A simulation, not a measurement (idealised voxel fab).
voxel wiring stack: a process module
Displayed cross-section: cut, width of 265 nm, square cells sized 5 nm.
Heads up, the way a cross-section reads in here is a grid of square cells, handed over as bands from the top down, with every band being one or more rows of cells. The entry gives the band's vertical extent as a top height and a bottom height in nm, then its horizontal make-up as materials from left to right, each with a width in nm. "air" stands for empty space; a single material marked "all across" fills the band edge to edge. We count height from 0. Below that, the starting wafer is all one material. The lowest band never ends at the bottom but goes on down; see "0 -> down" for how that is written. Read "30->40" as a graded width: first number on top, second number at the bottom, same change between each pair of neighbouring rows. Where the words "nothing different" appear for a step, the cross-section shows no cell changed by that step; every cell remained as before. Listed closed voids: empty space of 8 cells or more with no open way to the top, each as width x height at its distance from the left edge, in nm. Formally, on a step line, whatever follows the settings is a remark that the simulator itself makes on the step. overlay nm, on a step with a mask: how far to the right of its planned place the mask lay; to the left if negative.

Process steps - plan:
1) RECEIVE (material Si)
2) CONFORMAL_DEP (material SiO2; thk nm 15)
3) DIRECTIONAL_DEP (material TiN; thk nm 5)
4) DIRECTIONAL_DEP (material Ru; thk nm 25)
5) MASKED_ETCH (tone cover; mask id METAL_1; width nm 25; pitch nm 45; etch materials Ru; depth nm 25; overlay nm 0)
6) MASKED_ETCH (tone cover; mask id METAL_1; width nm 25; pitch nm 45; etch materials TiN; depth nm 5; overlay nm 0)
7) CONFORMAL_DEP (material SiN; thk nm 5)
8) FILL_DEP (material SiO2; thk nm 5)
9) CMP (height nm 45)
10) CONFORMAL_DEP (material SiCN; thk nm 5)
11) DIRECTIONAL_DEP (material lowk; thk nm 30)
12) MASKED_ETCH (tone open; mask id METAL_2; width nm 25; pitch nm 45; etch materials lowk; depth nm 15; overlay nm 0)
13) DIRECTIONAL_DEP (material aC; thk nm 10)
14) PATTERN (tone open; mask id METAL_2_HOLES; material resist; width nm 15; pitch nm 45; thk nm 30; overlay nm 0)
15) DIRECTIONAL_ETCH (etch materials aC; depth nm 10)
16) STRIP (etch materials resist)
17) DIRECTIONAL_ETCH (etch materials lowk; depth nm 15)
18) DIRECTIONAL_ETCH (etch materials SiCN; depth nm 5)
19) STRIP (etch materials aC)
20) CONFORMAL_DEP (material TiN; thk nm 5)
21) FILL_DEP (material Cu; thk nm 5)
22) CMP (height nm 80)
23) CONFORMAL_DEP (material SiCN; thk nm 5)
24) DIRECTIONAL_DEP (material SiO2; thk nm 25)
25) MASKED_ETCH (tone open; mask id METAL_3_HOLES; width nm 15; pitch nm 45; etch materials SiO2; depth nm 25; overlay nm 0)
26) DIRECTIONAL_DEP (material aC; thk nm 15)
27) PATTERN (tone open; mask id METAL_3; material resist; width nm 25; pitch nm 45; thk nm 35; overlay nm 0)
28) DIRECTIONAL_ETCH (etch materials aC; depth nm 15)
29) STRIP (etch materials resist)
30) DIRECTIONAL_ETCH (etch materials SiO2; depth nm 15)
31) DIRECTIONAL_ETCH (etch materials SiCN; depth nm 5)
32) STRIP (etch materials aC)
33) CONFORMAL_DEP (material TiN; thk nm 5)
34) FILL_DEP (material Cu; thk nm 5)
35) CMP (height nm 110)
36) CONFORMAL_DEP (material SiCN; thk nm 5)
37) DIRECTIONAL_DEP (material lowk; thk nm 30)
38) MASKED_ETCH (tone open; mask id METAL_4; width nm 25; pitch nm 45; etch materials lowk; depth nm 20; overlay nm 0)
39) PATTERN (tone open; mask id METAL_4_HOLES; material resist; width nm 15; pitch nm 45; thk nm 15; overlay nm 0)
40) DIRECTIONAL_ETCH (etch materials lowk; depth nm 10)
41) DIRECTIONAL_ETCH (etch materials SiCN; depth nm 5)
42) STRIP (etch materials resist)
43) CONFORMAL_DEP (material TiN; thk nm 5)
44) FILL_DEP (material Cu; thk nm 10)
45) CMP (height nm 145)
46) CONFORMAL_DEP (material SiN; thk nm 5)

Run as planned: first of two wafers:

As-received wafer cross-section (after step 1):
    0 -> down  Si all across
    Listed closed voids: none

Wafer section view after processing step 2:
    15 -> 0  SiO2 all across
    Below 0, no change.

Wafer section view after processing step 3:
    20 -> 15  TiN all across
    Below 15, no change.

Wafer section view after processing step 4:
    45 -> 20  Ru all across
    Below 20, no change.

Wafer section view after processing step 5:
    45 -> 20  air (75), Ru (25), air (20), Ru (25), air (20), Ru (25), air (75)
    Below 20, no change.

Wafer section view after processing step 6:
    45 -> 20  air (75), Ru (25), air (20), Ru (25), air (20), Ru (25), air (75)
    20 -> 15  air (75), TiN (25), air (20), TiN (25), air (20), TiN (25), air (75)
    Below 15, no change.

Wafer section view after processing step 7:
    50 -> 45  air (70), SiN (35), air (10), SiN (35), air (10), SiN (35), air (70)
    45 -> 20  air (70), SiN (5), Ru (25), SiN (5), air (10), SiN (5), Ru (25), SiN (5), air (10), SiN (5), Ru (25), SiN (5), air (70)
    20 -> 15  SiN (75), TiN (25), SiN (20), TiN (25), SiN (20), TiN (25), SiN (75)
    Below 15, no change.

Wafer section view after processing step 8:
    55 -> 50  SiO2 all across
    50 -> 45  SiO2 (70), SiN (35), SiO2 (10), SiN (35), SiO2 (10), SiN (35), SiO2 (70)
    45 -> 20  SiO2 (70), SiN (5), Ru (25), SiN (5), SiO2 (10), SiN (5), Ru (25), SiN (5), SiO2 (10), SiN (5), Ru (25), SiN (5), SiO2 (70)
    Below 20, no change.

Wafer section view after processing step 9:
    45 -> 20  SiO2 (70), SiN (5), Ru (25), SiN (5), SiO2 (10), SiN (5), Ru (25), SiN (5), SiO2 (10), SiN (5), Ru (25), SiN (5), SiO2 (70)
    Below 20, no change.

Wafer section view after processing step 10:
    50 -> 45  SiCN all across
    Below 45, no change.

Wafer section view after processing step 11:
    80 -> 50  lowk all across
    Below 50, no change.

Wafer section view after processing step 12:
    80 -> 65  lowk (75), air (25), lowk (20), air (25), lowk (20), air (25), lowk (75)
    Below 65, no change.

Wafer section view after processing step 13:
    90 -> 80  aC (75), air (25), aC (20), air (25), aC (20), air (25), aC (75)
    80 -> 75  lowk (75), air (25), lowk (20), air (25), lowk (20), air (25), lowk (75)
    75 -> 65  lowk (75), aC (25), lowk (20), aC (25), lowk (20), aC (25), lowk (75)
    Below 65, no change.

Wafer section view after processing step 14:
    120 -> 90  resist (75), air (15), resist (30), air (15), resist (30), air (15), resist (85)
    90 -> 80  aC (75), air (15), resist (10), aC (20), air (15), resist (10), aC (20), air (15), resist (10), aC (75)
    80 -> 75  lowk (75), air (15), resist (10), lowk (20), air (15), resist (10), lowk (20), air (15), resist (10), lowk (75)
    Below 75, no change.

Wafer section view after processing step 15:
    110 -> 90  resist (75), air (15), resist (30), air (15), resist (30), air (15), resist (85)
    90 -> 80  aC (75), air (15), resist (10), aC (20), air (15), resist (10), aC (20), air (15), resist (10), aC (75)
    80 -> 75  lowk (75), air (15), resist (10), lowk (20), air (15), resist (10), lowk (20), air (15), resist (10), lowk (75)
    75 -> 65  lowk (75), air (15), aC (10), lowk (20), air (15), aC (10), lowk (20), air (15), aC (10), lowk (75)
    Below 65, no change.

Wafer section view after processing step 16:
    90 -> 80  aC (75), air (25), aC (20), air (25), aC (20), air (25), aC (75)
    80 -> 75  lowk (75), air (25), lowk (20), air (25), lowk (20), air (25), lowk (75)
    Below 75, no change.

Wafer section view after processing step 17:
    90 -> 80  aC (75), air (25), aC (20), air (25), aC (20), air (25), aC (75)
    80 -> 75  lowk (75), air (25), lowk (20), air (25), lowk (20), air (25), lowk (75)
    75 -> 65  lowk (75), air (15), aC (10), lowk (20), air (15), aC (10), lowk (20), air (15), aC (10), lowk (75)
    65 -> 50  lowk (75), air (15), lowk (30), air (15), lowk (30), air (15), lowk (85)
    Below 50, no change.

Wafer section view after processing step 18:
    90 -> 80  aC (75), air (25), aC (20), air (25), aC (20), air (25), aC (75)
    80 -> 75  lowk (75), air (25), lowk (20), air (25), lowk (20), air (25), lowk (75)
    75 -> 65  lowk (75), air (15), aC (10), lowk (20), air (15), aC (10), lowk (20), air (15), aC (10), lowk (75)
    65 -> 50  lowk (75), air (15), lowk (30), air (15), lowk (30), air (15), lowk (85)
    50 -> 45  SiCN (75), air (15), SiCN (30), air (15), SiCN (30), air (15), SiCN (85)
    Below 45, no change.

Wafer section view after processing step 19:
    80 -> 65  lowk (75), air (25), lowk (20), air (25), lowk (20), air (25), lowk (75)
    Below 65, no change.

Wafer section view after processing step 20:
    85 -> 80  TiN (80), air (15), TiN (30), air (15), TiN (30), air (15), TiN (80)
    80 -> 70  lowk (75), TiN (5), air (15), TiN (5), lowk (20), TiN (5), air (15), TiN (5), lowk (20), TiN (5), air (15), TiN (5), lowk (75)
    70 -> 65  lowk (75), TiN (5), air (5), TiN (15), lowk (20), TiN (5), air (5), TiN (15), lowk (20), TiN (5), air (5), TiN (15), lowk (75)
    65 -> 50  lowk (75), TiN (5), air (5), TiN (5), lowk (30), TiN (5), air (5), TiN (5), lowk (30), TiN (5), air (5), TiN (5), lowk (85)
    50 -> 45  SiCN (75), TiN (15), SiCN (30), TiN (15), SiCN (30), TiN (15), SiCN (85)
    Below 45, no change.

Wafer section view after processing step 21:
    90 -> 85  Cu all across
    85 -> 80  TiN (80), Cu (15), TiN (30), Cu (15), TiN (30), Cu (15), TiN (80)
    80 -> 70  lowk (75), TiN (5), Cu (15), TiN (5), lowk (20), TiN (5), Cu (15), TiN (5), lowk (20), TiN (5), Cu (15), TiN (5), lowk (75)
    70 -> 65  lowk (75), TiN (5), Cu (5), TiN (15), lowk (20), TiN (5), Cu (5), TiN (15), lowk (20), TiN (5), Cu (5), TiN (15), lowk (75)
    65 -> 50  lowk (75), TiN (5), Cu (5), TiN (5), lowk (30), TiN (5), Cu (5), TiN (5), lowk (30), TiN (5), Cu (5), TiN (5), lowk (85)
    Below 50, no change.

Wafer section view after processing step 22:
    80 -> 70  lowk (75), TiN (5), Cu (15), TiN (5), lowk (20), TiN (5), Cu (15), TiN (5), lowk (20), TiN (5), Cu (15), TiN (5), lowk (75)
    Below 70, no change.

Wafer section view after processing step 23:
    85 -> 80  SiCN all across
    Below 80, no change.

Wafer section view after processing step 24:
    110 -> 85  SiO2 all across
    Below 85, no change.

Wafer section view after processing step 25:
    110 -> 85  SiO2 (75), air (15), SiO2 (30), air (15), SiO2 (30), air (15), SiO2 (85)
    Below 85, no change.

Wafer section view after processing step 26:
    125 -> 110  aC (75), air (15), aC (30), air (15), aC (30), air (15), aC (85)
    110 -> 100  SiO2 (75), air (15), SiO2 (30), air (15), SiO2 (30), air (15), SiO2 (85)
    100 -> 85  SiO2 (75), aC (15), SiO2 (30), aC (15), SiO2 (30), aC (15), SiO2 (85)
    Below 85, no change.

Wafer section view after processing step 27:
    160 -> 125  resist (75), air (25), resist (20), air (25), resist (20), air (25), resist (75)
    Below 125, no change.

Wafer section view after processing step 28:
    145 -> 125  resist (75), air (25), resist (20), air (25), resist (20), air (25), resist (75)
    125 -> 110  aC (75), air (25), aC (20), air (25), aC (20), air (25), aC (75)
    110 -> 85  SiO2 (75), air (15), SiO2 (30), air (15), SiO2 (30), air (15), SiO2 (85)
    Below 85, no change.

Wafer section view after processing step 29:
    125 -> 110  aC (75), air (25), aC (20), air (25), aC (20), air (25), aC (75)
    Below 110, no change.

Wafer section view after processing step 30:
    125 -> 110  aC (75), air (25), aC (20), air (25), aC (20), air (25), aC (75)
    110 -> 95  SiO2 (75), air (25), SiO2 (20), air (25), SiO2 (20), air (25), SiO2 (75)
    Below 95, no change.

Wafer section view after processing step 31:
    125 -> 110  aC (75), air (25), aC (20), air (25), aC (20), air (25), aC (75)
    110 -> 95  SiO2 (75), air (25), SiO2 (20), air (25), SiO2 (20), air (25), SiO2 (75)
    95 -> 85  SiO2 (75), air (15), SiO2 (30), air (15), SiO2 (30), air (15), SiO2 (85)
    85 -> 80  SiCN (75), air (15), SiCN (30), air (15), SiCN (30), air (15), SiCN (85)
    Below 80, no change.

Wafer section view after processing step 32:
    110 -> 95  SiO2 (75), air (25), SiO2 (20), air (25), SiO2 (20), air (25), SiO2 (75)
    Below 95, no change.

Wafer section view after processing step 33:
    115 -> 110  TiN (80), air (15), TiN (30), air (15), TiN (30), air (15), TiN (80)
    110 -> 100  SiO2 (75), TiN (5), air (15), TiN (5), SiO2 (20), TiN (5), air (15), TiN (5), SiO2 (20), TiN (5), air (15), TiN (5), SiO2 (75)
    100 -> 95  SiO2 (75), TiN (5), air (5), TiN (15), SiO2 (20), TiN (5), air (5), TiN (15), SiO2 (20), TiN (5), air (5), TiN (15), SiO2 (75)
    95 -> 85  SiO2 (75), TiN (5), air (5), TiN (5), SiO2 (30), TiN (5), air (5), TiN (5), SiO2 (30), TiN (5), air (5), TiN (5), SiO2 (85)
    85 -> 80  SiCN (75), TiN (15), SiCN (30), TiN (15), SiCN (30), TiN (15), SiCN (85)
    Below 80, no change.

Wafer section view after processing step 34:
    120 -> 115  Cu all across
    115 -> 110  TiN (80), Cu (15), TiN (30), Cu (15), TiN (30), Cu (15), TiN (80)
    110 -> 100  SiO2 (75), TiN (5), Cu (15), TiN (5), SiO2 (20), TiN (5), Cu (15), TiN (5), SiO2 (20), TiN (5), Cu (15), TiN (5), SiO2 (75)
    100 -> 95  SiO2 (75), TiN (5), Cu (5), TiN (15), SiO2 (20), TiN (5), Cu (5), TiN (15), SiO2 (20), TiN (5), Cu (5), TiN (15), SiO2 (75)
    95 -> 85  SiO2 (75), TiN (5), Cu (5), TiN (5), SiO2 (30), TiN (5), Cu (5), TiN (5), SiO2 (30), TiN (5), Cu (5), TiN (5), SiO2 (85)
    Below 85, no change.

Wafer section view after processing step 35:
    110 -> 100  SiO2 (75), TiN (5), Cu (15), TiN (5), SiO2 (20), TiN (5), Cu (15), TiN (5), SiO2 (20), TiN (5), Cu (15), TiN (5), SiO2 (75)
    Below 100, no change.

Wafer section view after processing step 36:
    115 -> 110  SiCN all across
    Below 110, no change.

Wafer section view after processing step 37:
    145 -> 115  lowk all across
    Below 115, no change.

Wafer section view after processing step 38:
    145 -> 125  lowk (75), air (25), lowk (20), air (25), lowk (20), air (25), lowk (75)
    Below 125, no change.

Wafer section view after processing step 39:
    160 -> 145  resist (75), air (15), resist (30), air (15), resist (30), air (15), resist (85)
    145 -> 125  lowk (75), air (15), resist (10), lowk (20), air (15), resist (10), lowk (20), air (15), resist (10), lowk (75)
    Below 125, no change.

Wafer section view after processing step 40:
    160 -> 145  resist (75), air (15), resist (30), air (15), resist (30), air (15), resist (85)
    145 -> 125  lowk (75), air (15), resist (10), lowk (20), air (15), resist (10), lowk (20), air (15), resist (10), lowk (75)
    125 -> 115  lowk (75), air (15), lowk (30), air (15), lowk (30), air (15), lowk (85)
    Below 115, no change.

Wafer section view after processing step 41:
    160 -> 145  resist (75), air (15), resist (30), air (15), resist (30), air (15), resist (85)
    145 -> 125  lowk (75), air (15), resist (10), lowk (20), air (15), resist (10), lowk (20), air (15), resist (10), lowk (75)
    125 -> 115  lowk (75), air (15), lowk (30), air (15), lowk (30), air (15), lowk (85)
    115 -> 110  SiCN (75), air (15), SiCN (30), air (15), SiCN (30), air (15), SiCN (85)
    Below 110, no change.

Wafer section view after processing step 42:
    145 -> 125  lowk (75), air (25), lowk (20), air (25), lowk (20), air (25), lowk (75)
    Below 125, no change.

Wafer section view after processing step 43:
    150 -> 145  TiN (80), air (15), TiN (30), air (15), TiN (30), air (15), TiN (80)
    145 -> 130  lowk (75), TiN (5), air (15), TiN (5), lowk (20), TiN (5), air (15), TiN (5), lowk (20), TiN (5), air (15), TiN (5), lowk (75)
    130 -> 125  lowk (75), TiN (5), air (5), TiN (15), lowk (20), TiN (5), air (5), TiN (15), lowk (20), TiN (5), air (5), TiN (15), lowk (75)
    125 -> 115  lowk (75), TiN (5), air (5), TiN (5), lowk (30), TiN (5), air (5), TiN (5), lowk (30), TiN (5), air (5), TiN (5), lowk (85)
    115 -> 110  SiCN (75), TiN (15), SiCN (30), TiN (15), SiCN (30), TiN (15), SiCN (85)
    Below 110, no change.

Wafer section view after processing step 44:
    160 -> 150  Cu all across
    150 -> 145  TiN (80), Cu (15), TiN (30), Cu (15), TiN (30), Cu (15), TiN (80)
    145 -> 130  lowk (75), TiN (5), Cu (15), TiN (5), lowk (20), TiN (5), Cu (15), TiN (5), lowk (20), TiN (5), Cu (15), TiN (5), lowk (75)
    130 -> 125  lowk (75), TiN (5), Cu (5), TiN (15), lowk (20), TiN (5), Cu (5), TiN (15), lowk (20), TiN (5), Cu (5), TiN (15), lowk (75)
    125 -> 115  lowk (75), TiN (5), Cu (5), TiN (5), lowk (30), TiN (5), Cu (5), TiN (5), lowk (30), TiN (5), Cu (5), TiN (5), lowk (85)
    Below 115, no change.

Wafer section view after processing step 45:
    145 -> 130  lowk (75), TiN (5), Cu (15), TiN (5), lowk (20), TiN (5), Cu (15), TiN (5), lowk (20), TiN (5), Cu (15), TiN (5), lowk (75)
    Below 130, no change.

Wafer section view after processing step 46:
    150 -> 145  SiN all across
    Below 145, no change.

Okay, second wafer. Nothing different at the start, nothing different in the plan, just one mistake somewhere in the running. As far as step 3, counting that step, it's the first wafer all over again:

Second wafer, cross-section, planned end of step 4:
    40 -> 20  Ru all across
    Below 20, no change.

Second wafer, cross-section, planned end of step 5:
    40 -> 20  air (75), Ru (25), air (20), Ru (25), air (20), Ru (25), air (75)
    Below 20, no change.

Second wafer, cross-section, planned end of step 6:
    40 -> 20  air (75), Ru (25), air (20), Ru (25), air (20), Ru (25), air (75)
    20 -> 15  air (75), TiN (25), air (20), TiN (25), air (20), TiN (25), air (75)
    Below 15, no change.

Second wafer, cross-section, planned end of step 7:
    45 -> 40  air (70), SiN (35), air (10), SiN (35), air (10), SiN (35), air (70)
    40 -> 20  air (70), SiN (5), Ru (25), SiN (5), air (10), SiN (5), Ru (25), SiN (5), air (10), SiN (5), Ru (25), SiN (5), air (70)
    20 -> 15  SiN (75), TiN (25), SiN (20), TiN (25), SiN (20), TiN (25), SiN (75)
    Below 15, no change.

Second wafer, cross-section, planned end of step 8:
    50 -> 45  SiO2 all across
    45 -> 40  SiO2 (70), SiN (35), SiO2 (10), SiN (35), SiO2 (10), SiN (35), SiO2 (70)
    40 -> 20  SiO2 (70), SiN (5), Ru (25), SiN (5), SiO2 (10), SiN (5), Ru (25), SiN (5), SiO2 (10), SiN (5), Ru (25), SiN (5), SiO2 (70)
    Below 20, no change.

Second wafer, cross-section, planned end of step 9:
    45 -> 40  SiO2 (70), SiN (35), SiO2 (10), SiN (35), SiO2 (10), SiN (35), SiO2 (70)
    Below 40, no change.

Second wafer, cross-section, planned end of step 10:
    50 -> 45  SiCN all across
    Below 45, no change.

Second wafer, cross-section, planned end of step 11:
    80 -> 50  lowk all across
    Below 50, no change.

Second wafer, cross-section, planned end of step 12:
    80 -> 65  lowk (75), air (25), lowk (20), air (25), lowk (20), air (25), lowk (75)
    Below 65, no change.

Second wafer, cross-section, planned end of step 13:
    90 -> 80  aC (75), air (25), aC (20), air (25), aC (20), air (25), aC (75)
    80 -> 75  lowk (75), air (25), lowk (20), air (25), lowk (20), air (25), lowk (75)
    75 -> 65  lowk (75), aC (25), lowk (20), aC (25), lowk (20), aC (25), lowk (75)
    Below 65, no change.

Second wafer, cross-section, planned end of step 14:
    120 -> 90  resist (75), air (15), resist (30), air (15), resist (30), air (15), resist (85)
    90 -> 80  aC (75), air (15), resist (10), aC (20), air (15), resist (10), aC (20), air (15), resist (10), aC (75)
    80 -> 75  lowk (75), air (15), resist (10), lowk (20), air (15), resist (10), lowk (20), air (15), resist (10), lowk (75)
    Below 75, no change.

Second wafer, cross-section, planned end of step 15:
    110 -> 90  resist (75), air (15), resist (30), air (15), resist (30), air (15), resist (85)
    90 -> 80  aC (75), air (15), resist (10), aC (20), air (15), resist (10), aC (20), air (15), resist (10), aC (75)
    80 -> 75  lowk (75), air (15), resist (10), lowk (20), air (15), resist (10), lowk (20), air (15), resist (10), lowk (75)
    75 -> 65  lowk (75), air (15), aC (10), lowk (20), air (15), aC (10), lowk (20), air (15), aC (10), lowk (75)
    Below 65, no change.

Second wafer, cross-section, planned end of step 16:
    90 -> 80  aC (75), air (25), aC (20), air (25), aC (20), air (25), aC (75)
    80 -> 75  lowk (75), air (25), lowk (20), air (25), lowk (20), air (25), lowk (75)
    Below 75, no change.

Second wafer, cross-section, planned end of step 17:
    90 -> 80  aC (75), air (25), aC (20), air (25), aC (20), air (25), aC (75)
    80 -> 75  lowk (75), air (25), lowk (20), air (25), lowk (20), air (25), lowk (75)
    75 -> 65  lowk (75), air (15), aC (10), lowk (20), air (15), aC (10), lowk (20), air (15), aC (10), lowk (75)
    65 -> 50  lowk (75), air (15), lowk (30), air (15), lowk (30), air (15), lowk (85)
    Below 50, no change.

Second wafer, cross-section, planned end of step 18:
    90 -> 80  aC (75), air (25), aC (20), air (25), aC (20), air (25), aC (75)
    80 -> 75  lowk (75), air (25), lowk (20), air (25), lowk (20), air (25), lowk (75)
    75 -> 65  lowk (75), air (15), aC (10), lowk (20), air (15), aC (10), lowk (20), air (15), aC (10), lowk (75)
    65 -> 50  lowk (75), air (15), lowk (30), air (15), lowk (30), air (15), lowk (85)
    50 -> 45  SiCN (75), air (15), SiCN (30), air (15), SiCN (30), air (15), SiCN (85)
    Below 45, no change.

Second wafer, cross-section, planned end of step 19:
    80 -> 65  lowk (75), air (25), lowk (20), air (25), lowk (20), air (25), lowk (75)
    Below 65, no change.

Second wafer, cross-section, planned end of step 20:
    85 -> 80  TiN (80), air (15), TiN (30), air (15), TiN (30), air (15), TiN (80)
    80 -> 70  lowk (75), TiN (5), air (15), TiN (5), lowk (20), TiN (5), air (15), TiN (5), lowk (20), TiN (5), air (15), TiN (5), lowk (75)
    70 -> 65  lowk (75), TiN (5), air (5), TiN (15), lowk (20), TiN (5), air (5), TiN (15), lowk (20), TiN (5), air (5), TiN (15), lowk (75)
    65 -> 50  lowk (75), TiN (5), air (5), TiN (5), lowk (30), TiN (5), air (5), TiN (5), lowk (30), TiN (5), air (5), TiN (5), lowk (85)
    50 -> 45  SiCN (75), TiN (15), SiCN (30), TiN (15), SiCN (30), TiN (15), SiCN (85)
    Below 45, no change.

Second wafer, cross-section, planned end of step 21:
    90 -> 85  Cu all across
    85 -> 80  TiN (80), Cu (15), TiN (30), Cu (15), TiN (30), Cu (15), TiN (80)
    80 -> 70  lowk (75), TiN (5), Cu (15), TiN (5), lowk (20), TiN (5), Cu (15), TiN (5), lowk (20), TiN (5), Cu (15), TiN (5), lowk (75)
    70 -> 65  lowk (75), TiN (5), Cu (5), TiN (15), lowk (20), TiN (5), Cu (5), TiN (15), lowk (20), TiN (5), Cu (5), TiN (15), lowk (75)
    65 -> 50  lowk (75), TiN (5), Cu (5), TiN (5), lowk (30), TiN (5), Cu (5), TiN (5), lowk (30), TiN (5), Cu (5), TiN (5), lowk (85)
    Below 50, no change.

Second wafer, cross-section, planned end of step 22:
    80 -> 70  lowk (75), TiN (5), Cu (15), TiN (5), lowk (20), TiN (5), Cu (15), TiN (5), lowk (20), TiN (5), Cu (15), TiN (5), lowk (75)
    Below 70, no change.

Second wafer, cross-section, planned end of step 23:
    85 -> 80  SiCN all across
    Below 80, no change.

Second wafer, cross-section, planned end of step 24:
    110 -> 85  SiO2 all across
    Below 85, no change.

Second wafer, cross-section, planned end of step 25:
    110 -> 85  SiO2 (75), air (15), SiO2 (30), air (15), SiO2 (30), air (15), SiO2 (85)
    Below 85, no change.

Second wafer, cross-section, planned end of step 26:
    125 -> 110  aC (75), air (15), aC (30), air (15), aC (30), air (15), aC (85)
    110 -> 100  SiO2 (75), air (15), SiO2 (30), air (15), SiO2 (30), air (15), SiO2 (85)
    100 -> 85  SiO2 (75), aC (15), SiO2 (30), aC (15), SiO2 (30), aC (15), SiO2 (85)
    Below 85, no change.

Second wafer, cross-section, planned end of step 27:
    160 -> 125  resist (75), air (25), resist (20), air (25), resist (20), air (25), resist (75)
    Below 125, no change.

Second wafer, cross-section, planned end of step 28:
    145 -> 125  resist (75), air (25), resist (20), air (25), resist (20), air (25), resist (75)
    125 -> 110  aC (75), air (25), aC (20), air (25), aC (20), air (25), aC (75)
    110 -> 85  SiO2 (75), air (15), SiO2 (30), air (15), SiO2 (30), air (15), SiO2 (85)
    Below 85, no change.

Second wafer, cross-section, planned end of step 29:
    125 -> 110  aC (75), air (25), aC (20), air (25), aC (20), air (25), aC (75)
    Below 110, no change.

Second wafer, cross-section, planned end of step 30:
    125 -> 110  aC (75), air (25), aC (20), air (25), aC (20), air (25), aC (75)
    110 -> 95  SiO2 (75), air (25), SiO2 (20), air (25), SiO2 (20), air (25), SiO2 (75)
    Below 95, no change.

Second wafer, cross-section, planned end of step 31:
    125 -> 110  aC (75), air (25), aC (20), air (25), aC (20), air (25), aC (75)
    110 -> 95  SiO2 (75), air (25), SiO2 (20), air (25), SiO2 (20), air (25), SiO2 (75)
    95 -> 85  SiO2 (75), air (15), SiO2 (30), air (15), SiO2 (30), air (15), SiO2 (85)
    85 -> 80  SiCN (75), air (15), SiCN (30), air (15), SiCN (30), air (15), SiCN (85)
    Below 80, no change.

Second wafer, cross-section, planned end of step 32:
    110 -> 95  SiO2 (75), air (25), SiO2 (20), air (25), SiO2 (20), air (25), SiO2 (75)
    Below 95, no change.

Second wafer, cross-section, planned end of step 33:
    115 -> 110  TiN (80), air (15), TiN (30), air (15), TiN (30), air (15), TiN (80)
    110 -> 100  SiO2 (75), TiN (5), air (15), TiN (5), SiO2 (20), TiN (5), air (15), TiN (5), SiO2 (20), TiN (5), air (15), TiN (5), SiO2 (75)
    100 -> 95  SiO2 (75), TiN (5), air (5), TiN (15), SiO2 (20), TiN (5), air (5), TiN (15), SiO2 (20), TiN (5), air (5), TiN (15), SiO2 (75)
    95 -> 85  SiO2 (75), TiN (5), air (5), TiN (5), SiO2 (30), TiN (5), air (5), TiN (5), SiO2 (30), TiN (5), air (5), TiN (5), SiO2 (85)
    85 -> 80  SiCN (75), TiN (15), SiCN (30), TiN (15), SiCN (30), TiN (15), SiCN (85)
    Below 80, no change.

Second wafer, cross-section, planned end of step 34:
    120 -> 115  Cu all across
    115 -> 110  TiN (80), Cu (15), TiN (30), Cu (15), TiN (30), Cu (15), TiN (80)
    110 -> 100  SiO2 (75), TiN (5), Cu (15), TiN (5), SiO2 (20), TiN (5), Cu (15), TiN (5), SiO2 (20), TiN (5), Cu (15), TiN (5), SiO2 (75)
    100 -> 95  SiO2 (75), TiN (5), Cu (5), TiN (15), SiO2 (20), TiN (5), Cu (5), TiN (15), SiO2 (20), TiN (5), Cu (5), TiN (15), SiO2 (75)
    95 -> 85  SiO2 (75), TiN (5), Cu (5), TiN (5), SiO2 (30), TiN (5), Cu (5), TiN (5), SiO2 (30), TiN (5), Cu (5), TiN (5), SiO2 (85)
    Below 85, no change.

Second wafer, cross-section, planned end of step 35:
    110 -> 100  SiO2 (75), TiN (5), Cu (15), TiN (5), SiO2 (20), TiN (5), Cu (15), TiN (5), SiO2 (20), TiN (5), Cu (15), TiN (5), SiO2 (75)
    Below 100, no change.

Second wafer, cross-section, planned end of step 36:
    115 -> 110  SiCN all across
    Below 110, no change.

Second wafer, cross-section, planned end of step 37:
    145 -> 115  lowk all across
    Below 115, no change.

Second wafer, cross-section, planned end of step 38:
    145 -> 125  lowk (75), air (25), lowk (20), air (25), lowk (20), air (25), lowk (75)
    Below 125, no change.

Second wafer, cross-section, planned end of step 39:
    160 -> 145  resist (75), air (15), resist (30), air (15), resist (30), air (15), resist (85)
    145 -> 125  lowk (75), air (15), resist (10), lowk (20), air (15), resist (10), lowk (20), air (15), resist (10), lowk (75)
    Below 125, no change.

Second wafer, cross-section, planned end of step 40:
    160 -> 145  resist (75), air (15), resist (30), air (15), resist (30), air (15), resist (85)
    145 -> 125  lowk (75), air (15), resist (10), lowk (20), air (15), resist (10), lowk (20), air (15), resist (10), lowk (75)
    125 -> 115  lowk (75), air (15), lowk (30), air (15), lowk (30), air (15), lowk (85)
    Below 115, no change.

Second wafer, cross-section, planned end of step 41:
    160 -> 145  resist (75), air (15), resist (30), air (15), resist (30), air (15), resist (85)
    145 -> 125  lowk (75), air (15), resist (10), lowk (20), air (15), resist (10), lowk (20), air (15), resist (10), lowk (75)
    125 -> 115  lowk (75), air (15), lowk (30), air (15), lowk (30), air (15), lowk (85)
    115 -> 110  SiCN (75), air (15), SiCN (30), air (15), SiCN (30), air (15), SiCN (85)
    Below 110, no change.

Second wafer, cross-section, planned end of step 42:
    145 -> 125  lowk (75), air (25), lowk (20), air (25), lowk (20), air (25), lowk (75)
    Below 125, no change.

Second wafer, cross-section, planned end of step 43:
    150 -> 145  TiN (80), air (15), TiN (30), air (15), TiN (30), air (15), TiN (80)
    145 -> 130  lowk (75), TiN (5), air (15), TiN (5), lowk (20), TiN (5), air (15), TiN (5), lowk (20), TiN (5), air (15), TiN (5), lowk (75)
    130 -> 125  lowk (75), TiN (5), air (5), TiN (15), lowk (20), TiN (5), air (5), TiN (15), lowk (20), TiN (5), air (5), TiN (15), lowk (75)
    125 -> 115  lowk (75), TiN (5), air (5), TiN (5), lowk (30), TiN (5), air (5), TiN (5), lowk (30), TiN (5), air (5), TiN (5), lowk (85)
    115 -> 110  SiCN (75), TiN (15), SiCN (30), TiN (15), SiCN (30), TiN (15), SiCN (85)
    Below 110, no change.

Second wafer, cross-section, planned end of step 44:
    160 -> 150  Cu all across
    150 -> 145  TiN (80), Cu (15), TiN (30), Cu (15), TiN (30), Cu (15), TiN (80)
    145 -> 130  lowk (75), TiN (5), Cu (15), TiN (5), lowk (20), TiN (5), Cu (15), TiN (5), lowk (20), TiN (5), Cu (15), TiN (5), lowk (75)
    130 -> 125  lowk (75), TiN (5), Cu (5), TiN (15), lowk (20), TiN (5), Cu (5), TiN (15), lowk (20), TiN (5), Cu (5), TiN (15), lowk (75)
    125 -> 115  lowk (75), TiN (5), Cu (5), TiN (5), lowk (30), TiN (5), Cu (5), TiN (5), lowk (30), TiN (5), Cu (5), TiN (5), lowk (85)
    Below 115, no change.

Second wafer, cross-section, planned end of step 45:
    145 -> 130  lowk (75), TiN (5), Cu (15), TiN (5), lowk (20), TiN (5), Cu (15), TiN (5), lowk (20), TiN (5), Cu (15), TiN (5), lowk (75)
    Below 130, no change.

Second wafer, cross-section, planned end of step 46:
    150 -> 145  SiN all across
    Below 145, no change.
Nonconformance to the process plan: step 4: run off-plan, actual operation and settings DIRECTIONAL_DEP (material Ru; thk nm 20)
At the finish, the second wafer shows more or fewer cells for some materials than the first does: 15 fewer of Ru; 15 more of SiN
